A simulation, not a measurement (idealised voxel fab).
Process module, titled voxel ribs on slabs
The width of the displayed cross-section, cut, is 220 nm; its cells are square, with a size of 5 nm.
Throughout this document, each cross-section is represented as a grid of square cells and is presented as a sequence of bands enumerated from the top downward, where a band comprises one or more rows of cells.
Per band: top height and bottom height in nm, followed by the left-to-right materials and their widths in nm; "throughout" marks a single material spanning edge to edge, "blank" marks empty space.
Height 0 is the level under which the wafer as received is all one material. The lowest band goes on downwards, as in "z 0 and below".
With a width like "30->40", each row of cells in the band differs from the next by the same amount, the top row carrying the first number and the bottom row the second.
"all unchanged" after a step means that no cell of the cross-section changed.
So "Enclosed cavity list" is basically the list of trapped voids: any empty space of 8 cells or more that can't reach the top through an opening. They're written width x height at distance, the distance being from the left edge, and it's all nm.
Step line, after settings: the simulator's comment on this step.
What "overlay nm" on a step's line means: if the step has a mask, that mask lay this far to the right of its planned place, or, when the value is negative, to the left.
**This section lists the process steps that were planned**
1. RECEIVE, material Si
2. DIRECTIONAL_DEP, material SiO2, thk nm 20
3. DIRECTIONAL_DEP, material polySi, thk nm 25
4. PATTERN, tone cover, mask id RIB, material resist, width nm 25, thk nm 20, overlay nm 0
5. DIRECTIONAL_ETCH, etch materials polySi, depth nm 5
6. STRIP, etch materials resist
7. MASKED_ETCH, tone cover, mask id SLAB, width nm 75, etch materials polySi, depth nm 20, overlay nm 0
8. FILL_DEP, material SiO2, thk nm 20
9. CMP, height nm 55
10. DIRECTIONAL_DEP, material W, thk nm 10
11. DIRECTIONAL_DEP, material aC, thk nm 10
12. PATTERN, tone cover, mask id HEATER, material resist, width nm 35, thk nm 30, overlay nm 0
13. DIRECTIONAL_ETCH, etch materials aC, depth nm 10
14. STRIP, etch materials resist
15. DIRECTIONAL_ETCH, etch materials W, depth nm 10
16. STRIP, etch materials aC
17. CONFORMAL_DEP, material SiN, thk nm 5
**The cross-section here shows the wafer as received, i.e. in its state after step 1**
    z 0 and below  Si throughout
    Enclosed cavity list: none
**Wafer cross-section at module end: first of two, run to plan**
    z 70 to 65  85 blank, then 45 SiN, then 90 blank
    z 65 to 60  85 blank, then 5 SiN, then 35 W, then 5 SiN, then 90 blank
    z 60 to 55  90 SiN, then 35 W, then 95 SiN
    z 55 to 45  SiO2 throughout
    z 45 to 40  95 SiO2, then 25 polySi, then 100 SiO2
    z 40 to 20  70 SiO2, then 75 polySi, then 75 SiO2
    z 20 to 0  SiO2 throughout
    z 0 and below  Si throughout
    Enclosed cavity list: none
**What the second wafer looks like in cross-section once the module is done. Its start and its plan matched the first wafer's exactly; what differed was one mistake in how it was run**
    z 65 to 55  90 blank, then 35 W, then 95 blank
    z 55 to 45  SiO2 throughout
    z 45 to 40  95 SiO2, then 25 polySi, then 100 SiO2
    z 40 to 20  70 SiO2, then 75 polySi, then 75 SiO2
    z 20 to 0  SiO2 throughout
    z 0 and below  Si throughout
    Enclosed cavity list: none
Against the plan, the run slipped here: step 17 of the plan got skipped, so it never ran
Final comparison by cell count, materials where the second wafer has more or fewer than the first: -48 SiN
